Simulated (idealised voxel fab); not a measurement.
process module | voxel tone inversion
cross-section cut | 155 nm wide | cells 5 nm
A cross-section is a grid of square cells, given in bands from the top down. A band is one or more rows of cells.
Each band's line starts with the height of the band's top and of its bottom, in nm. Then come its materials from left to right, each with its width in nm. One material with "throughout" fills the band from edge to edge. "air" is empty space.
Height 0 is the level under which the wafer as received is all one material. The lowest band goes on downwards, as in "0 down".
A width such as "30 to 40" changes by the same amount from each row of cells to the next, from the band's top row to its bottom row.
"no change" after a step means that no cell of the cross-section changed.
closed voids: empty space of 8 cells or more with no open way to the top, each as width x height at its distance from the left edge, in nm
after a step's settings: what the simulator itself notes on the step
overlay nm, on a step with a mask: how far to the right of its planned place the mask lay; to the left if negative
plan
1 op RECEIVE | material Si
2 op CONFORMAL_DEP | material SiCN | thk nm 10
3 op DIRECTIONAL_DEP | material aC | thk nm 25
4 op PATTERN | tone cover | mask id POSTS | material resist | width nm 20 | pitch nm 40 | thk nm 30 | overlay nm 0
5 op DIRECTIONAL_ETCH | etch materials aC | depth nm 25
6 op STRIP | etch materials resist
7 op FILL_DEP | material lowk | thk nm 5
8 op CMP | height nm 35
9 op STRIP | etch materials aC
as received, after step 1
  0 down: Si throughout
  closed voids: none
first wafer at the end, as planned
  35 to 10: lowk 25 | air 20 | lowk 20 | air 20 | lowk 20 | air 20 | lowk 30
  10 to 0: SiCN throughout
  0 down: Si throughout
  closed voids: none
second wafer at the end: like start, like plan, one mistake
  35 to 10: lowk 30 | air 20 | lowk 20 | air 20 | lowk 20 | air 20 | lowk 25
  10 to 0: SiCN throughout
  0 down: Si throughout
  closed voids: none
what went wrong: step 4 ran as: op PATTERN | tone cover | mask id POSTS | material resist | width nm 20 | pitch nm 40 | thk nm 30 | overlay nm 5
at the end the second wafer has, in cells: as many of each material as the first, in other places
